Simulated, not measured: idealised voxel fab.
Presented below is a process module, voxel ribs on slabs.
Each square cell in cross-section cut measures 5 nm, and the section as a whole is 195 nm wide.
A cross-section in this document is a grid of square cells, and it is written down as bands, the top band listed before the ones below it; a band is made up of one or more rows of cells.
Quick guide to a band line: top height, bottom height (nm) up front; then every material left to right with its width in nm. Only one material and it's marked "throughout"? Then it fills the band edge to edge. And "blank" just means empty space.
Height 0 is the level under which the wafer as received is all one material. The lowest band goes on downwards, as in "top 0, no bottom".
With a width like "30..40", each row of cells in the band differs from the next by the same amount, the top row carrying the first number and the bottom row the second.
"stayed the same", as given for a step, is the statement that not any cell of the cross-section underwent a change during that step.
Voids not open to the top, 8 cells minimum: see "Closed void list". Written width x height at distance; distance is from the left edge; nm.
Step line, after settings: the simulator's comment on this step.
You can add "overlay nm" to a step's line. For a step with a mask, it describes how far the mask lay to the right of its planned position, and a negative number describes a lay to the left.
## These are the steps we planned for the process
1. RECEIVE: material Si
2. DIRECTIONAL_DEP: material SiO2, thk nm 20
3. DIRECTIONAL_DEP: material SiN, thk nm 25
4. MASKED_ETCH: tone cover, mask id RIB, width nm 15, etch materials SiN, depth nm 5, overlay nm 0
5. PATTERN: tone cover, mask id SLAB, material resist, width nm 55, thk nm 15, overlay nm 0
6. DIRECTIONAL_ETCH: etch materials SiN, depth nm 20
7. STRIP: etch materials resist
8. FILL_DEP: material SiO2, thk nm 30
9. CMP: height nm 65
10. DIRECTIONAL_DEP: material W, thk nm 10
11. DIRECTIONAL_DEP: material aC, thk nm 10
12. PATTERN: tone cover, mask id HEATER, material resist, width nm 25, thk nm 25, overlay nm 0
13. DIRECTIONAL_ETCH: etch materials aC, depth nm 10
14. STRIP: etch materials resist
15. DIRECTIONAL_ETCH: etch materials W, depth nm 10
16. STRIP: etch materials aC
17. CONFORMAL_DEP: material SiN, thk nm 10
## First of two wafers - as planned
## The cross-section here shows the wafer as received, i.e. in its state after step 1
	top 0, no bottom = Si throughout
	Closed void list: none
## After step 2, in cross-section
	top 20, bottom 0 = SiO2 throughout
	Heights below 0 show no change.
## After step 3, in cross-section
	top 45, bottom 20 = SiN throughout
	Heights below 20 show no change.
## After step 4, in cross-section
	top 45, bottom 40 = blank (90), then SiN (15), then blank (90)
	Heights below 40 show no change.
## After step 5, in cross-section
	top 60, bottom 45 = blank (70), then resist (55), then blank (70)
	top 45, bottom 40 = blank (70), then resist (20), then SiN (15), then resist (20), then blank (70)
	Heights below 40 show no change.
## After step 6, in cross-section
	top 60, bottom 45 = blank (70), then resist (55), then blank (70)
	top 45, bottom 40 = blank (70), then resist (20), then SiN (15), then resist (20), then blank (70)
	top 40, bottom 20 = blank (70), then SiN (55), then blank (70)
	Heights below 20 show no change.
## After step 7, in cross-section
	top 45, bottom 40 = blank (90), then SiN (15), then blank (90)
	Heights below 40 show no change.
## After step 8, in cross-section
	top 75, bottom 45 = SiO2 throughout
	top 45, bottom 40 = SiO2 (90), then SiN (15), then SiO2 (90)
	top 40, bottom 20 = SiO2 (70), then SiN (55), then SiO2 (70)
	Heights below 20 show no change.
## After step 9, in cross-section
	top 65, bottom 45 = SiO2 throughout
	Heights below 45 show no change.
## After step 10, in cross-section
	top 75, bottom 65 = W throughout
	Heights below 65 show no change.
## After step 11, in cross-section
	top 85, bottom 75 = aC throughout
	Heights below 75 show no change.
## After step 12, in cross-section
	top 110, bottom 85 = blank (85), then resist (25), then blank (85)
	Heights below 85 show no change.
## After step 13, in cross-section
	top 100, bottom 85 = blank (85), then resist (25), then blank (85)
	top 85, bottom 75 = blank (85), then aC (25), then blank (85)
	Heights below 75 show no change.
## After step 14, in cross-section
	top 85, bottom 75 = blank (85), then aC (25), then blank (85)
	Heights below 75 show no change.
## After step 15, in cross-section
	top 85, bottom 75 = blank (85), then aC (25), then blank (85)
	top 75, bottom 65 = blank (85), then W (25), then blank (85)
	Heights below 65 show no change.
## After step 16, in cross-section
	top 75, bottom 65 = blank (85), then W (25), then blank (85)
	Heights below 65 show no change.
## After step 17, in cross-section
	top 85, bottom 75 = blank (75), then SiN (45), then blank (75)
	top 75, bottom 65 = SiN (85), then W (25), then SiN (85)
	Heights below 65 show no change.
## What follows concerns the second wafer, which started out like the first and was meant to follow the very same plan; one mistake crept in when it was run, but everything up to and including step 3 is the same as for the first wafer
## X-section, second wafer, when step 4 was due to finish
	top 45, bottom 40 = blank (85), then SiN (15), then blank (95)
	Heights below 40 show no change.
## X-section, second wafer, when step 5 was due to finish
	top 60, bottom 45 = blank (70), then resist (55), then blank (70)
	top 45, bottom 40 = blank (70), then resist (15), then SiN (15), then resist (25), then blank (70)
	Heights below 40 show no change.
## X-section, second wafer, when step 6 was due to finish
	top 60, bottom 45 = blank (70), then resist (55), then blank (70)
	top 45, bottom 40 = blank (70), then resist (15), then SiN (15), then resist (25), then blank (70)
	top 40, bottom 20 = blank (70), then SiN (55), then blank (70)
	Heights below 20 show no change.
## X-section, second wafer, when step 7 was due to finish
	top 45, bottom 40 = blank (85), then SiN (15), then blank (95)
	Heights below 40 show no change.
## X-section, second wafer, when step 8 was due to finish
	top 75, bottom 45 = SiO2 throughout
	top 45, bottom 40 = SiO2 (85), then SiN (15), then SiO2 (95)
	top 40, bottom 20 = SiO2 (70), then SiN (55), then SiO2 (70)
	Heights below 20 show no change.
## X-section, second wafer, when step 9 was due to finish
	top 65, bottom 45 = SiO2 throughout
	Heights below 45 show no change.
## X-section, second wafer, when step 10 was due to finish
	top 75, bottom 65 = W throughout
	Heights below 65 show no change.
## X-section, second wafer, when step 11 was due to finish
	top 85, bottom 75 = aC throughout
	Heights below 75 show no change.
## X-section, second wafer, when step 12 was due to finish
	top 110, bottom 85 = blank (85), then resist (25), then blank (85)
	Heights below 85 show no change.
## X-section, second wafer, when step 13 was due to finish
	top 100, bottom 85 = blank (85), then resist (25), then blank (85)
	top 85, bottom 75 = blank (85), then aC (25), then blank (85)
	Heights below 75 show no change.
## X-section, second wafer, when step 14 was due to finish
	top 85, bottom 75 = blank (85), then aC (25), then blank (85)
	Heights below 75 show no change.
## X-section, second wafer, when step 15 was due to finish
	top 85, bottom 75 = blank (85), then aC (25), then blank (85)
	top 75, bottom 65 = blank (85), then W (25), then blank (85)
	Heights below 65 show no change.
## X-section, second wafer, when step 16 was due to finish
	top 75, bottom 65 = blank (85), then W (25), then blank (85)
	Heights below 65 show no change.
## X-section, second wafer, when step 17 was due to finish
	top 85, bottom 75 = blank (75), then SiN (45), then blank (75)
	top 75, bottom 65 = SiN (85), then W (25), then SiN (85)
	Heights below 65 show no change.
Short version of what went wrong: step 4, actual vs plan mismatch, actual run MASKED_ETCH: tone cover, mask id RIB, width nm 15, etch materials SiN, depth nm 5, overlay nm -5
If you tally the cells, the second wafer ends up with the same amount of every material as the first; it's all just sitting in different places.
